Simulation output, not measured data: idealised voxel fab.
The document below concerns the process module designated voxel local oxidation.
This is section cut - it's 270 nm across, gridded in 5 nm square cells.
Each cross-section below is a grid of square cells, stated as bands in top-down order, with one or more rows of cells making up each band.
Read a band's entry like this: the first values are the height of its top and the height of its bottom in nm, and what follows is the sequence of materials from left to right, each with its width in nm. Note that "air" is empty space, and that a single material marked "full width" reaches across the band from edge to edge.
Heights are measured from 0, the level below which the as-received wafer is all one material; the lowest band has no bottom and continues downward, written as in "top 0, no bottom".
Quick explanation for "30..40": the width changes in equal steps down the rows of cells, from the first number in the band's top row to the second number in its bottom row.
For the purposes of this document, the phrase "remains unaltered" attached to a step denotes that no cell within the cross-section was modified by that step.
Look at "Closed voids list" for the closed voids: empty spaces with no open path to the top, sized 8 cells or up. Each is width x height at distance, distance from the left edge, all nm.
The remark found on a step's line after its settings is issued by the simulator itself and pertains to that step.
Among the settings permitted on a step's line is "overlay nm"; applied to a step with a mask, it specifies the extent to which the mask lay to the right of its planned position, whereas a negative figure signifies a position to the left.
# The steps planned for the process are as follows
1 RECEIVE | material Si
2 OXIDIZE | depth nm 5
3 CONFORMAL_DEP | material SiN | thk nm 10
4 DIRECTIONAL_DEP | material aC | thk nm 5
5 PATTERN | tone cover | mask id ACTIVE | material resist | width nm 120 | thk nm 30 | overlay nm 0
6 DIRECTIONAL_ETCH | etch materials aC | depth nm 15
7 STRIP | etch materials resist
8 DIRECTIONAL_ETCH | etch materials SiN | depth nm 10
9 STRIP | etch materials aC
10 SELECTIVE_ETCH | etch materials SiO2 | depth nm 5
11 OXIDIZE | depth nm 10
12 STRIP | etch materials SiN
Wafer-to-wafer difference: thk nm, step 4. Common start. Plan = first wafer's value.
# Cross-section of the first of several received wafers, showing its state after step 1
    top 0, no bottom  Si full width
    Closed voids list: none
# The rows of the table below are wafers. Looking at the end of the module, a row counts, for every material, the cells the wafer has gained, shown as (+), or lost, shown as (-), since it was received; its closed voids come next
thk nm 5 | -126 Si | +94 SiO2 | Closed voids list: none
thk nm 10 | -126 Si | +94 SiO2 | Closed voids list: none
thk nm 15 | -126 Si | +94 SiO2 | Closed voids list: none
thk nm 20 | -54 Si | +54 SiO2 | Closed voids list: none
thk nm 25 | -54 Si | +54 SiO2 | Closed voids list: none
thk nm 30 | -54 Si | +54 SiO2 | Closed voids list: none
